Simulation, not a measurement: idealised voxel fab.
Title: Process Module voxel transistor to metal
Cross-sectional view cut (width: 200 nm; square cell size: 5 nm).
Reading order for cross-sections: top band down to bottom band. Underlying form: a grid of square cells. Band size: one or more rows of cells. Band: top and bottom heights (nm) first, top before bottom; then materials from left to right, widths in nm. "all across" marks a sole material filling the band edge to edge. "air" denotes empty space. Heights from 0 (as-received wafer is one material below). Bottom band endless downward, as "0 nm and below". A width given as "30 to 40" starts at the first number in the band's top row and ends at the second number in its bottom row, shifting by an equal amount at every step from row to row. What does "no change" mean for a step? It means no cell of the cross-section changed in that step. So "Trapped voids" is basically the list of trapped voids: any empty space of 8 cells or more that can't reach the top through an opening. They're written width x height at distance, the distance being from the left edge, and it's all nm. What comes after the settings on a step's line is commentary from the simulator itself on that step. overlay nm: how far to the right of its planned place the mask lay on this masked step (negative: to the left).

**The planned process steps are enumerated hereunder**
1: RECEIVE with material Si
2: CONFORMAL_DEP with material SiO2, thk nm 5
3: CONFORMAL_DEP with material SiN, thk nm 10
4: MASKED_ETCH with tone cover, mask id ACTIVE, width nm 135, etch materials SiN, depth nm 10, overlay nm 0
5: MASKED_ETCH with tone cover, mask id ACTIVE, width nm 135, etch materials SiO2, depth nm 5, overlay nm 0
6: MASKED_ETCH with tone cover, mask id ACTIVE, width nm 135, etch materials Si, depth nm 35, overlay nm 0
7: OXIDIZE with depth nm 5
8: FILL_DEP with material SiO2, thk nm 10
9: CMP with height nm 15
10: SELECTIVE_ETCH with etch materials SiO2, depth nm 5
11: STRIP with etch materials SiN
12: SELECTIVE_ETCH with etch materials SiO2, depth nm 5
13: OXIDIZE with depth nm 5
14: DIRECTIONAL_DEP with material polySi, thk nm 30
15: DIRECTIONAL_DEP with material SiCN, thk nm 15
16: DIRECTIONAL_DEP with material aC, thk nm 15
17: PATTERN with tone cover, mask id GATE, material resist, width nm 35, thk nm 35, overlay nm 0
18: DIRECTIONAL_ETCH with etch materials aC, depth nm 15
19: STRIP with etch materials resist
20: DIRECTIONAL_ETCH with etch materials SiCN, depth nm 25
21: DIRECTIONAL_ETCH with etch materials polySi, depth nm 40
22: STRIP with etch materials aC
23: CONFORMAL_DEP with material SiO2, thk nm 5
24: DIRECTIONAL_ETCH with etch materials SiO2, depth nm 5
25: CONFORMAL_DEP with material SiN, thk nm 10
26: DIRECTIONAL_ETCH with etch materials SiN, depth nm 10
27: DIRECTIONAL_ETCH with etch materials SiO2, depth nm 5
28: DIRECTIONAL_ETCH with etch materials Si, depth nm 5
29: EPI with material pSi, thk nm 5
30: FILL_DEP with material SiO2, thk nm 5
31: CMP with height nm 30
32: STRIP with etch materials polySi
33: SELECTIVE_ETCH with etch materials SiO2, depth nm 5
34: CONFORMAL_DEP with material HfO2, thk nm 5
35: CONFORMAL_DEP with material TiN, thk nm 5
36: FILL_DEP with material W, thk nm 5
37: CMP with height nm 25
38: DIRECTIONAL_DEP with material SiO2, thk nm 10
39: PATTERN with tone open, mask id CONTACT, material resist, width nm 20, pitch nm 95, thk nm 15, overlay nm 0
40: DIRECTIONAL_ETCH with etch materials SiO2, depth nm 40
41: STRIP with etch materials resist
42: CONFORMAL_DEP with material TiN, thk nm 5
43: FILL_DEP with material W, thk nm 10
44: CMP with height nm 35
45: DIRECTIONAL_DEP with material TiN, thk nm 5
46: DIRECTIONAL_DEP with material Ru, thk nm 15
47: MASKED_ETCH with tone cover, mask id METAL_1, width nm 20, pitch nm 95, etch materials Ru, depth nm 15, overlay nm 0
48: MASKED_ETCH with tone cover, mask id METAL_1, width nm 20, pitch nm 95, etch materials TiN, depth nm 5, overlay nm 0
49: CONFORMAL_DEP with material SiN, thk nm 5
50: FILL_DEP with material lowk, thk nm 5
51: CMP with height nm 55
52: CONFORMAL_DEP with material SiCN, thk nm 5

**First of two wafers: run as planned**

**Step 1 complete: cross-section of the wafer as received**
* 0 nm and below = Si all across
* Trapped voids: none

**Wafer section view after processing step 2**
* 5 nm to 0 nm = SiO2 all across
* Beneath the level 0, the cross-section is identical to its previous state.

**Wafer section view after processing step 3**
* 15 nm to 5 nm = SiN all across
* Beneath the level 5, the cross-section is identical to its previous state.

**Wafer section view after processing step 4**
* 15 nm to 5 nm = air: 30, SiN: 135, air: 35
* Beneath the level 5, the cross-section is identical to its previous state.

**Wafer section view after processing step 5**
* 15 nm to 5 nm = air: 30, SiN: 135, air: 35
* 5 nm to 0 nm = air: 30, SiO2: 135, air: 35
* Beneath the level 0, the cross-section is identical to its previous state.

**Wafer section view after processing step 6**
* 15 nm to 5 nm = air: 30, SiN: 135, air: 35
* 5 nm to 0 nm = air: 30, SiO2: 135, air: 35
* 0 nm to -35 nm = air: 30, Si: 135, air: 35
* Beneath the level -35, the cross-section is identical to its previous state.

**Wafer section view after processing step 7**
* 15 nm to 5 nm = air: 30, SiN: 135, air: 35
* 5 nm to 0 nm = air: 30, SiO2: 135, air: 35
* 0 nm to -35 nm = air: 30, SiO2: 5, Si: 125, SiO2: 5, air: 35
* -35 nm to -40 nm = SiO2: 35, Si: 125, SiO2: 40
* Beneath the level -40, the cross-section is identical to its previous state.

**Wafer section view after processing step 8**
* 25 nm to 15 nm = SiO2 all across
* 15 nm to 5 nm = SiO2: 30, SiN: 135, SiO2: 35
* 5 nm to 0 nm = SiO2 all across
* 0 nm to -40 nm = SiO2: 35, Si: 125, SiO2: 40
* Beneath the level -40, the cross-section is identical to its previous state.

**Wafer section view after processing step 9**
* 15 nm to 5 nm = SiO2: 30, SiN: 135, SiO2: 35
* Beneath the level 5, the cross-section is identical to its previous state.

**Wafer section view after processing step 10**
* 15 nm to 10 nm = air: 30, SiN: 135, air: 35
* Beneath the level 10, the cross-section is identical to its previous state.

**Wafer section view after processing step 11**
* 10 nm to 5 nm = SiO2: 30, air: 135, SiO2: 35
* Beneath the level 5, the cross-section is identical to its previous state.

**Wafer section view after processing step 12**
* 5 nm to 0 nm = SiO2: 25, air: 145, SiO2: 30
* Beneath the level 0, the cross-section is identical to its previous state.

**Wafer section view after processing step 13**
* 5 nm to 0 nm = SiO2: 25, air: 145, SiO2: 30
* 0 nm to -5 nm = SiO2 all across
* Beneath the level -5, the cross-section is identical to its previous state.

**Wafer section view after processing step 14**
* 35 nm to 30 nm = polySi: 25, air: 145, polySi: 30
* 30 nm to 5 nm = polySi all across
* 5 nm to 0 nm = SiO2: 25, polySi: 145, SiO2: 30
* Beneath the level 0, the cross-section is identical to its previous state.

**Wafer section view after processing step 15**
* 50 nm to 45 nm = SiCN: 25, air: 145, SiCN: 30
* 45 nm to 35 nm = SiCN all across
* 35 nm to 30 nm = polySi: 25, SiCN: 145, polySi: 30
* Beneath the level 30, the cross-section is identical to its previous state.

**Wafer section view after processing step 16**
* 65 nm to 60 nm = aC: 25, air: 145, aC: 30
* 60 nm to 50 nm = aC all across
* 50 nm to 45 nm = SiCN: 25, aC: 145, SiCN: 30
* Beneath the level 45, the cross-section is identical to its previous state.

**Wafer section view after processing step 17**
* 100 nm to 65 nm = air: 80, resist: 35, air: 85
* 65 nm to 60 nm = aC: 25, air: 55, resist: 35, air: 55, aC: 30
* Beneath the level 60, the cross-section is identical to its previous state.

**Wafer section view after processing step 18**
* 85 nm to 60 nm = air: 80, resist: 35, air: 85
* 60 nm to 50 nm = air: 80, aC: 35, air: 85
* 50 nm to 45 nm = SiCN: 25, air: 55, aC: 35, air: 55, SiCN: 30
* Beneath the level 45, the cross-section is identical to its previous state.

**Wafer section view after processing step 19**
* 60 nm to 50 nm = air: 80, aC: 35, air: 85
* Beneath the level 50, the cross-section is identical to its previous state.

**Wafer section view after processing step 20**
* 60 nm to 45 nm = air: 80, aC: 35, air: 85
* 45 nm to 35 nm = air: 80, SiCN: 35, air: 85
* 35 nm to 30 nm = polySi: 25, air: 55, SiCN: 35, air: 55, polySi: 30
* Beneath the level 30, the cross-section is identical to its previous state.

**Wafer section view after processing step 21**
* 60 nm to 45 nm = air: 80, aC: 35, air: 85
* 45 nm to 30 nm = air: 80, SiCN: 35, air: 85
* 30 nm to 5 nm = air: 80, polySi: 35, air: 85
* 5 nm to 0 nm = SiO2: 25, air: 55, polySi: 35, air: 55, SiO2: 30
* Beneath the level 0, the cross-section is identical to its previous state.

**Wafer section view after processing step 22**
* 45 nm to 30 nm = air: 80, SiCN: 35, air: 85
* Beneath the level 30, the cross-section is identical to its previous state.

**Wafer section view after processing step 23**
* 50 nm to 45 nm = air: 75, SiO2: 45, air: 80
* 45 nm to 30 nm = air: 75, SiO2: 5, SiCN: 35, SiO2: 5, air: 80
* 30 nm to 10 nm = air: 75, SiO2: 5, polySi: 35, SiO2: 5, air: 80
* 10 nm to 5 nm = SiO2: 30, air: 45, SiO2: 5, polySi: 35, SiO2: 5, air: 45, SiO2: 35
* 5 nm to 0 nm = SiO2: 80, polySi: 35, SiO2: 85
* Beneath the level 0, the cross-section is identical to its previous state.

**Wafer section view after processing step 24**
* 45 nm to 30 nm = air: 75, SiO2: 5, SiCN: 35, SiO2: 5, air: 80
* 30 nm to 5 nm = air: 75, SiO2: 5, polySi: 35, SiO2: 5, air: 80
* 5 nm to 0 nm = SiO2: 30, air: 45, SiO2: 5, polySi: 35, SiO2: 5, air: 45, SiO2: 35
* Beneath the level 0, the cross-section is identical to its previous state.

**Wafer section view after processing step 25**
* 55 nm to 45 nm = air: 65, SiN: 65, air: 70
* 45 nm to 30 nm = air: 65, SiN: 10, SiO2: 5, SiCN: 35, SiO2: 5, SiN: 10, air: 70
* 30 nm to 15 nm = air: 65, SiN: 10, SiO2: 5, polySi: 35, SiO2: 5, SiN: 10, air: 70
* 15 nm to 10 nm = SiN: 40, air: 25, SiN: 10, SiO2: 5, polySi: 35, SiO2: 5, SiN: 10, air: 25, SiN: 45
* 10 nm to 5 nm = SiN: 75, SiO2: 5, polySi: 35, SiO2: 5, SiN: 80
* 5 nm to 0 nm = SiO2: 30, SiN: 45, SiO2: 5, polySi: 35, SiO2: 5, SiN: 45, SiO2: 35
* Beneath the level 0, the cross-section is identical to its previous state.

**Wafer section view after processing step 26**
* 45 nm to 30 nm = air: 65, SiN: 10, SiO2: 5, SiCN: 35, SiO2: 5, SiN: 10, air: 70
* 30 nm to 5 nm = air: 65, SiN: 10, SiO2: 5, polySi: 35, SiO2: 5, SiN: 10, air: 70
* 5 nm to 0 nm = SiO2: 30, SiN: 10, air: 25, SiN: 10, SiO2: 5, polySi: 35, SiO2: 5, SiN: 10, air: 25, SiN: 10, SiO2: 35
* Beneath the level 0, the cross-section is identical to its previous state.

**Wafer section view after processing step 27**
* 45 nm to 40 nm = air: 65, SiN: 10, air: 5, SiCN: 35, air: 5, SiN: 10, air: 70
* 40 nm to 30 nm = air: 65, SiN: 10, SiO2: 5, SiCN: 35, SiO2: 5, SiN: 10, air: 70
* 30 nm to 5 nm = air: 65, SiN: 10, SiO2: 5, polySi: 35, SiO2: 5, SiN: 10, air: 70
* 5 nm to 0 nm = air: 30, SiN: 10, air: 25, SiN: 10, SiO2: 5, polySi: 35, SiO2: 5, SiN: 10, air: 25, SiN: 10, air: 35
* 0 nm to -5 nm = SiO2: 40, air: 25, SiO2: 65, air: 25, SiO2: 45
* Beneath the level -5, the cross-section is identical to its previous state.

**Wafer section view after processing step 28**
* 45 nm to 40 nm = air: 65, SiN: 10, air: 5, SiCN: 35, air: 5, SiN: 10, air: 70
* 40 nm to 30 nm = air: 65, SiN: 10, SiO2: 5, SiCN: 35, SiO2: 5, SiN: 10, air: 70
* 30 nm to 5 nm = air: 65, SiN: 10, SiO2: 5, polySi: 35, SiO2: 5, SiN: 10, air: 70
* 5 nm to 0 nm = air: 30, SiN: 10, air: 25, SiN: 10, SiO2: 5, polySi: 35, SiO2: 5, SiN: 10, air: 25, SiN: 10, air: 35
* 0 nm to -5 nm = SiO2: 40, air: 25, SiO2: 65, air: 25, SiO2: 45
* -5 nm to -10 nm = SiO2: 35, Si: 5, air: 25, Si: 65, air: 25, Si: 5, SiO2: 40
* Beneath the level -10, the cross-section is identical to its previous state.

**Wafer section view after processing step 29**
* 45 nm to 40 nm = air: 65, SiN: 10, air: 5, SiCN: 35, air: 5, SiN: 10, air: 70
* 40 nm to 30 nm = air: 65, SiN: 10, SiO2: 5, SiCN: 35, SiO2: 5, SiN: 10, air: 70
* 30 nm to 5 nm = air: 65, SiN: 10, SiO2: 5, polySi: 35, SiO2: 5, SiN: 10, air: 70
* 5 nm to 0 nm = air: 30, SiN: 10, air: 25, SiN: 10, SiO2: 5, polySi: 35, SiO2: 5, SiN: 10, air: 25, SiN: 10, air: 35
* 0 nm to -5 nm = SiO2: 40, pSi: 5, air: 15, pSi: 5, SiO2: 65, pSi: 5, air: 15, pSi: 5, SiO2: 45
* -5 nm to -10 nm = SiO2: 35, Si: 5, pSi: 25, Si: 65, pSi: 25, Si: 5, SiO2: 40
* Beneath the level -10, the cross-section is identical to its previous state.

**Wafer section view after processing step 30**
* 50 nm to 45 nm = SiO2 all across
* 45 nm to 30 nm = SiO2: 65, SiN: 10, SiO2: 5, SiCN: 35, SiO2: 5, SiN: 10, SiO2: 70
* 30 nm to 5 nm = SiO2: 65, SiN: 10, SiO2: 5, polySi: 35, SiO2: 5, SiN: 10, SiO2: 70
* 5 nm to 0 nm = SiO2: 30, SiN: 10, SiO2: 25, SiN: 10, SiO2: 5, polySi: 35, SiO2: 5, SiN: 10, SiO2: 25, SiN: 10, SiO2: 35
* 0 nm to -5 nm = SiO2: 40, pSi: 5, SiO2: 15, pSi: 5, SiO2: 65, pSi: 5, SiO2: 15, pSi: 5, SiO2: 45
* Beneath the level -5, the cross-section is identical to its previous state.

**Wafer section view after processing step 31**
* 30 nm to 5 nm = SiO2: 65, SiN: 10, SiO2: 5, polySi: 35, SiO2: 5, SiN: 10, SiO2: 70
* Beneath the level 5, the cross-section is identical to its previous state.

**Wafer section view after processing step 32**
* 30 nm to 5 nm = SiO2: 65, SiN: 10, SiO2: 5, air: 35, SiO2: 5, SiN: 10, SiO2: 70
* 5 nm to 0 nm = SiO2: 30, SiN: 10, SiO2: 25, SiN: 10, SiO2: 5, air: 35, SiO2: 5, SiN: 10, SiO2: 25, SiN: 10, SiO2: 35
* Beneath the level 0, the cross-section is identical to its previous state.

**Wafer section view after processing step 33**
* 30 nm to 25 nm = air: 65, SiN: 10, air: 45, SiN: 10, air: 70
* 25 nm to 5 nm = SiO2: 65, SiN: 10, air: 45, SiN: 10, SiO2: 70
* 5 nm to 0 nm = SiO2: 30, SiN: 10, SiO2: 25, SiN: 10, air: 45, SiN: 10, SiO2: 25, SiN: 10, SiO2: 35
* 0 nm to -5 nm = SiO2: 40, pSi: 5, SiO2: 15, pSi: 5, SiO2: 10, air: 45, SiO2: 10, pSi: 5, SiO2: 15, pSi: 5, SiO2: 45
* Beneath the level -5, the cross-section is identical to its previous state.

**Wafer section view after processing step 34**
* 35 nm to 30 nm = air: 60, HfO2: 20, air: 35, HfO2: 20, air: 65
* 30 nm to 25 nm = HfO2: 65, SiN: 10, HfO2: 5, air: 35, HfO2: 5, SiN: 10, HfO2: 70
* 25 nm to 5 nm = SiO2: 65, SiN: 10, HfO2: 5, air: 35, HfO2: 5, SiN: 10, SiO2: 70
* 5 nm to 0 nm = SiO2: 30, SiN: 10, SiO2: 25, SiN: 10, HfO2: 5, air: 35, HfO2: 5, SiN: 10, SiO2: 25, SiN: 10, SiO2: 35
* 0 nm to -5 nm = SiO2: 40, pSi: 5, SiO2: 15, pSi: 5, SiO2: 10, HfO2: 45, SiO2: 10, pSi: 5, SiO2: 15, pSi: 5, SiO2: 45
* Beneath the level -5, the cross-section is identical to its previous state.

**Wafer section view after processing step 35**
* 40 nm to 35 nm = air: 55, TiN: 30, air: 25, TiN: 30, air: 60
* 35 nm to 30 nm = TiN: 60, HfO2: 20, TiN: 5, air: 25, TiN: 5, HfO2: 20, TiN: 65
* 30 nm to 25 nm = HfO2: 65, SiN: 10, HfO2: 5, TiN: 5, air: 25, TiN: 5, HfO2: 5, SiN: 10, HfO2: 70
* 25 nm to 5 nm = SiO2: 65, SiN: 10, HfO2: 5, TiN: 5, air: 25, TiN: 5, HfO2: 5, SiN: 10, SiO2: 70
* 5 nm to 0 nm = SiO2: 30, SiN: 10, SiO2: 25, SiN: 10, HfO2: 5, TiN: 35, HfO2: 5, SiN: 10, SiO2: 25, SiN: 10, SiO2: 35
* Beneath the level 0, the cross-section is identical to its previous state.

**Wafer section view after processing step 36**
* 45 nm to 40 nm = W all across
* 40 nm to 35 nm = W: 55, TiN: 30, W: 25, TiN: 30, W: 60
* 35 nm to 30 nm = TiN: 60, HfO2: 20, TiN: 5, W: 25, TiN: 5, HfO2: 20, TiN: 65
* 30 nm to 25 nm = HfO2: 65, SiN: 10, HfO2: 5, TiN: 5, W: 25, TiN: 5, HfO2: 5, SiN: 10, HfO2: 70
* 25 nm to 5 nm = SiO2: 65, SiN: 10, HfO2: 5, TiN: 5, W: 25, TiN: 5, HfO2: 5, SiN: 10, SiO2: 70
* Beneath the level 5, the cross-section is identical to its previous state.

**Wafer section view after processing step 37**
* 25 nm to 5 nm = SiO2: 65, SiN: 10, HfO2: 5, TiN: 5, W: 25, TiN: 5, HfO2: 5, SiN: 10, SiO2: 70
* Beneath the level 5, the cross-section is identical to its previous state.

**Wafer section view after processing step 38**
* 35 nm to 25 nm = SiO2 all across
* Beneath the level 25, the cross-section is identical to its previous state.

**Wafer section view after processing step 39**
* 50 nm to 35 nm = resist: 40, air: 20, resist: 75, air: 20, resist: 45
* Beneath the level 35, the cross-section is identical to its previous state.

**Wafer section view after processing step 40**
* 50 nm to 35 nm = resist: 40, air: 20, resist: 75, air: 20, resist: 45
* 35 nm to 25 nm = SiO2: 40, air: 20, SiO2: 75, air: 20, SiO2: 45
* 25 nm to 5 nm = SiO2: 40, air: 20, SiO2: 5, SiN: 10, HfO2: 5, TiN: 5, W: 25, TiN: 5, HfO2: 5, SiN: 10, SiO2: 5, air: 20, SiO2: 45
* 5 nm to 0 nm = SiO2: 30, SiN: 10, air: 20, SiO2: 5, SiN: 10, HfO2: 5, TiN: 35, HfO2: 5, SiN: 10, SiO2: 5, air: 20, SiN: 10, SiO2: 35
* 0 nm to -5 nm = SiO2: 40, pSi: 5, air: 15, pSi: 5, SiO2: 10, HfO2: 45, SiO2: 10, pSi: 5, air: 15, pSi: 5, SiO2: 45
* Beneath the level -5, the cross-section is identical to its previous state.

**Wafer section view after processing step 41**
* 35 nm to 25 nm = SiO2: 40, air: 20, SiO2: 75, air: 20, SiO2: 45
* Beneath the level 25, the cross-section is identical to its previous state.

**Wafer section view after processing step 42**
* 40 nm to 35 nm = TiN: 45, air: 10, TiN: 85, air: 10, TiN: 50
* 35 nm to 25 nm = SiO2: 40, TiN: 5, air: 10, TiN: 5, SiO2: 75, TiN: 5, air: 10, TiN: 5, SiO2: 45
* 25 nm to 5 nm = SiO2: 40, TiN: 5, air: 10, TiN: 5, SiO2: 5, SiN: 10, HfO2: 5, TiN: 5, W: 25, TiN: 5, HfO2: 5, SiN: 10, SiO2: 5, TiN: 5, air: 10, TiN: 5, SiO2: 45
* 5 nm to 0 nm = SiO2: 30, SiN: 10, TiN: 10, air: 5, TiN: 5, SiO2: 5, SiN: 10, HfO2: 5, TiN: 35, HfO2: 5, SiN: 10, SiO2: 5, TiN: 5, air: 5, TiN: 10, SiN: 10, SiO2: 35
* 0 nm to -5 nm = SiO2: 40, pSi: 5, TiN: 15, pSi: 5, SiO2: 10, HfO2: 45, SiO2: 10, pSi: 5, TiN: 15, pSi: 5, SiO2: 45
* Beneath the level -5, the cross-section is identical to its previous state.

**Wafer section view after processing step 43**
* 50 nm to 40 nm = W all across
* 40 nm to 35 nm = TiN: 45, W: 10, TiN: 85, W: 10, TiN: 50
* 35 nm to 25 nm = SiO2: 40, TiN: 5, W: 10, TiN: 5, SiO2: 75, TiN: 5, W: 10, TiN: 5, SiO2: 45
* 25 nm to 5 nm = SiO2: 40, TiN: 5, W: 10, TiN: 5, SiO2: 5, SiN: 10, HfO2: 5, TiN: 5, W: 25, TiN: 5, HfO2: 5, SiN: 10, SiO2: 5, TiN: 5, W: 10, TiN: 5, SiO2: 45
* 5 nm to 0 nm = SiO2: 30, SiN: 10, TiN: 10, W: 5, TiN: 5, SiO2: 5, SiN: 10, HfO2: 5, TiN: 35, HfO2: 5, SiN: 10, SiO2: 5, TiN: 5, W: 5, TiN: 10, SiN: 10, SiO2: 35
* Beneath the level 0, the cross-section is identical to its previous state.

**Wafer section view after processing step 44**
* 35 nm to 25 nm = SiO2: 40, TiN: 5, W: 10, TiN: 5, SiO2: 75, TiN: 5, W: 10, TiN: 5, SiO2: 45
* Beneath the level 25, the cross-section is identical to its previous state.

**Wafer section view after processing step 45**
* 40 nm to 35 nm = TiN all across
* Beneath the level 35, the cross-section is identical to its previous state.

**Wafer section view after processing step 46**
* 55 nm to 40 nm = Ru all across
* Beneath the level 40, the cross-section is identical to its previous state.

**Wafer section view after processing step 47**
* 55 nm to 40 nm = air: 40, Ru: 20, air: 75, Ru: 20, air: 45
* Beneath the level 40, the cross-section is identical to its previous state.

**Wafer section view after processing step 48**
* 55 nm to 40 nm = air: 40, Ru: 20, air: 75, Ru: 20, air: 45
* 40 nm to 35 nm = air: 40, TiN: 20, air: 75, TiN: 20, air: 45
* Beneath the level 35, the cross-section is identical to its previous state.

**Wafer section view after processing step 49**
* 60 nm to 55 nm = air: 35, SiN: 30, air: 65, SiN: 30, air: 40
* 55 nm to 40 nm = air: 35, SiN: 5, Ru: 20, SiN: 5, air: 65, SiN: 5, Ru: 20, SiN: 5, air: 40
* 40 nm to 35 nm = SiN: 40, TiN: 20, SiN: 75, TiN: 20, SiN: 45
* Beneath the level 35, the cross-section is identical to its previous state.

**Wafer section view after processing step 50**
* 65 nm to 60 nm = lowk all across
* 60 nm to 55 nm = lowk: 35, SiN: 30, lowk: 65, SiN: 30, lowk: 40
* 55 nm to 40 nm = lowk: 35, SiN: 5, Ru: 20, SiN: 5, lowk: 65, SiN: 5, Ru: 20, SiN: 5, lowk: 40
* Beneath the level 40, the cross-section is identical to its previous state.

**Wafer section view after processing step 51**
* 55 nm to 40 nm = lowk: 35, SiN: 5, Ru: 20, SiN: 5, lowk: 65, SiN: 5, Ru: 20, SiN: 5, lowk: 40
* Beneath the level 40, the cross-section is identical to its previous state.

**Wafer section view after processing step 52**
* 60 nm to 55 nm = SiCN all across
* Beneath the level 55, the cross-section is identical to its previous state.

**Second of two: same start, same plan, one run error; steps up to and including 36 match the first**

**Here is the second wafer in cross-section at the point where step 37 of the plan should have been done**
* 20 nm to 5 nm = SiO2: 65, SiN: 10, HfO2: 5, TiN: 5, W: 25, TiN: 5, HfO2: 5, SiN: 10, SiO2: 70
* Beneath the level 5, the cross-section is identical to its previous state.

**Here is the second wafer in cross-section at the point where step 38 of the plan should have been done**
* 30 nm to 20 nm = SiO2 all across
* Beneath the level 20, the cross-section is identical to its previous state.

**Here is the second wafer in cross-section at the point where step 39 of the plan should have been done**
* 45 nm to 30 nm = resist: 40, air: 20, resist: 75, air: 20, resist: 45
* Beneath the level 30, the cross-section is identical to its previous state.

**Here is the second wafer in cross-section at the point where step 40 of the plan should have been done**
* 45 nm to 30 nm = resist: 40, air: 20, resist: 75, air: 20, resist: 45
* 30 nm to 20 nm = SiO2: 40, air: 20, SiO2: 75, air: 20, SiO2: 45
* 20 nm to 5 nm = SiO2: 40, air: 20, SiO2: 5, SiN: 10, HfO2: 5, TiN: 5, W: 25, TiN: 5, HfO2: 5, SiN: 10, SiO2: 5, air: 20, SiO2: 45
* 5 nm to 0 nm = SiO2: 30, SiN: 10, air: 20, SiO2: 5, SiN: 10, HfO2: 5, TiN: 35, HfO2: 5, SiN: 10, SiO2: 5, air: 20, SiN: 10, SiO2: 35
* 0 nm to -5 nm = SiO2: 40, pSi: 5, air: 15, pSi: 5, SiO2: 10, HfO2: 45, SiO2: 10, pSi: 5, air: 15, pSi: 5, SiO2: 45
* Beneath the level -5, the cross-section is identical to its previous state.

**Here is the second wafer in cross-section at the point where step 41 of the plan should have been done**
* 30 nm to 20 nm = SiO2: 40, air: 20, SiO2: 75, air: 20, SiO2: 45
* Beneath the level 20, the cross-section is identical to its previous state.

**Here is the second wafer in cross-section at the point where step 42 of the plan should have been done**
* 35 nm to 30 nm = TiN: 45, air: 10, TiN: 85, air: 10, TiN: 50
* 30 nm to 20 nm = SiO2: 40, TiN: 5, air: 10, TiN: 5, SiO2: 75, TiN: 5, air: 10, TiN: 5, SiO2: 45
* 20 nm to 5 nm = SiO2: 40, TiN: 5, air: 10, TiN: 5, SiO2: 5, SiN: 10, HfO2: 5, TiN: 5, W: 25, TiN: 5, HfO2: 5, SiN: 10, SiO2: 5, TiN: 5, air: 10, TiN: 5, SiO2: 45
* 5 nm to 0 nm = SiO2: 30, SiN: 10, TiN: 10, air: 5, TiN: 5, SiO2: 5, SiN: 10, HfO2: 5, TiN: 35, HfO2: 5, SiN: 10, SiO2: 5, TiN: 5, air: 5, TiN: 10, SiN: 10, SiO2: 35
* 0 nm to -5 nm = SiO2: 40, pSi: 5, TiN: 15, pSi: 5, SiO2: 10, HfO2: 45, SiO2: 10, pSi: 5, TiN: 15, pSi: 5, SiO2: 45
* Beneath the level -5, the cross-section is identical to its previous state.

**Here is the second wafer in cross-section at the point where step 43 of the plan should have been done**
* 45 nm to 35 nm = W all across
* 35 nm to 30 nm = TiN: 45, W: 10, TiN: 85, W: 10, TiN: 50
* 30 nm to 20 nm = SiO2: 40, TiN: 5, W: 10, TiN: 5, SiO2: 75, TiN: 5, W: 10, TiN: 5, SiO2: 45
* 20 nm to 5 nm = SiO2: 40, TiN: 5, W: 10, TiN: 5, SiO2: 5, SiN: 10, HfO2: 5, TiN: 5, W: 25, TiN: 5, HfO2: 5, SiN: 10, SiO2: 5, TiN: 5, W: 10, TiN: 5, SiO2: 45
* 5 nm to 0 nm = SiO2: 30, SiN: 10, TiN: 10, W: 5, TiN: 5, SiO2: 5, SiN: 10, HfO2: 5, TiN: 35, HfO2: 5, SiN: 10, SiO2: 5, TiN: 5, W: 5, TiN: 10, SiN: 10, SiO2: 35
* Beneath the level 0, the cross-section is identical to its previous state.

**Here is the second wafer in cross-section at the point where step 44 of the plan should have been done**
* 35 nm to 30 nm = TiN: 45, W: 10, TiN: 85, W: 10, TiN: 50
* Beneath the level 30, the cross-section is identical to its previous state.

**Here is the second wafer in cross-section at the point where step 45 of the plan should have been done**
* 40 nm to 35 nm = TiN all across
* Beneath the level 35, the cross-section is identical to its previous state.

**Here is the second wafer in cross-section at the point where step 46 of the plan should have been done**
* 55 nm to 40 nm = Ru all across
* Beneath the level 40, the cross-section is identical to its previous state.

**Here is the second wafer in cross-section at the point where step 47 of the plan should have been done**
* 55 nm to 40 nm = air: 40, Ru: 20, air: 75, Ru: 20, air: 45
* Beneath the level 40, the cross-section is identical to its previous state.

**Here is the second wafer in cross-section at the point where step 48 of the plan should have been done**
* 55 nm to 40 nm = air: 40, Ru: 20, air: 75, Ru: 20, air: 45
* 40 nm to 35 nm = air: 40, TiN: 20, air: 75, TiN: 20, air: 45
* Beneath the level 35, the cross-section is identical to its previous state.

**Here is the second wafer in cross-section at the point where step 49 of the plan should have been done**
* 60 nm to 55 nm = air: 35, SiN: 30, air: 65, SiN: 30, air: 40
* 55 nm to 40 nm = air: 35, SiN: 5, Ru: 20, SiN: 5, air: 65, SiN: 5, Ru: 20, SiN: 5, air: 40
* 40 nm to 35 nm = SiN: 40, TiN: 20, SiN: 75, TiN: 20, SiN: 45
* Beneath the level 35, the cross-section is identical to its previous state.

**Here is the second wafer in cross-section at the point where step 50 of the plan should have been done**
* 65 nm to 60 nm = lowk all across
* 60 nm to 55 nm = lowk: 35, SiN: 30, lowk: 65, SiN: 30, lowk: 40
* 55 nm to 40 nm = lowk: 35, SiN: 5, Ru: 20, SiN: 5, lowk: 65, SiN: 5, Ru: 20, SiN: 5, lowk: 40
* Beneath the level 40, the cross-section is identical to its previous state.

**Here is the second wafer in cross-section at the point where step 51 of the plan should have been done**
* 55 nm to 40 nm = lowk: 35, SiN: 5, Ru: 20, SiN: 5, lowk: 65, SiN: 5, Ru: 20, SiN: 5, lowk: 40
* Beneath the level 40, the cross-section is identical to its previous state.

**Here is the second wafer in cross-section at the point where step 52 of the plan should have been done**
* 60 nm to 55 nm = SiCN all across
* Beneath the level 55, the cross-section is identical to its previous state.
Run error: note that step 37 departed from the planned setting and was carried out as CMP with height nm 20
Cell-count delta at end, second wafer over first, by material: 2 fewer of HfO2; 4 fewer of SiN; 19 fewer of SiO2; 30 more of TiN; 5 fewer of W
